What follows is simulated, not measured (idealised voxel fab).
Title: Process Module voxel double patterning
Shown is cross-section cut, with a width of 180 nm and square cells of size 5 nm.
In this document a cross-section is written as a grid of square cells. It is given as a series of bands, listed from the top down, and a band is one or more rows of cells.
Look at the band entry: it leads with the top's height and the bottom's height in nm. Then it lists the materials left to right, with a width in nm for each. The word "throughout" on a single material says that material fills the band edge to edge. The word "air" is empty space.
It should be noted that heights are counted from 0, beneath which the wafer as supplied is of one material throughout, and that the lowest band possesses no lower boundary but continues downward, as written in "0 down".
A two-number width, for instance "30 to 40", indicates that the width is equal to the first number in the top row of the band and to the second number in the bottom row, and that it changes by a constant amount per row of cells.
The cross-section has no changed cell in any step marked "same as before".
Closed empty spaces (no open way to the top) of 8 cells or more are what "Catalogued sealed voids" lists, each as width x height at distance from the left edge, nm for all three.
What comes after the settings on a step's line is commentary from the simulator itself on that step.
If you see "overlay nm" on a step's line and that step has a mask, it's telling you how far right of where it was planned the mask ended up; a negative number means it went left instead.

# Planned process steps
step 1: RECEIVE [material Si]
step 2: CONFORMAL_DEP [material SiO2] [thk nm 10]
step 3: DIRECTIONAL_DEP [material polySi] [thk nm 10]
step 4: DIRECTIONAL_DEP [material SiCN] [thk nm 5]
step 5: MASKED_ETCH [tone open] [mask id FIRST] [width nm 15] [pitch nm 50] [etch materials SiCN] [depth nm 5] [overlay nm 0]
step 6: MASKED_ETCH [tone open] [mask id SECOND] [width nm 15] [etch materials SiCN] [depth nm 5] [overlay nm 0]
step 7: DIRECTIONAL_ETCH [etch materials polySi] [depth nm 10]
step 8: STRIP [etch materials SiCN]

# Wafer as received: cross-section following step 1
  0 down  Si throughout
  Catalogued sealed voids: none

# Cross-section: first of two wafers, module finished, run according to plan
  20 to 10  55 nm polySi | 15 nm air | 10 nm polySi | 15 nm air | 10 nm polySi | 15 nm air | 60 nm polySi
  10 to 0  SiO2 throughout
  0 down  Si throughout
  Catalogued sealed voids: none

# Cross-section, second wafer: same start as the first, same plan as the first, one mistake in running it; taken at the end of the module
  20 to 10  55 nm air | 15 nm polySi | 35 nm air | 15 nm polySi | 60 nm air
  10 to 0  SiO2 throughout
  0 down  Si throughout
  Catalogued sealed voids: none
The plan and the run diverged here: so step 5 ended up running with a different setting than we planned, it ran as MASKED_ETCH [tone cover] [mask id FIRST] [width nm 15] [pitch nm 50] [etch materials SiCN] [depth nm 5] [overlay nm 0]
Once processing is complete, comparing cell counts shows that the second wafer has more or fewer of certain materials than the first: -42 polySi
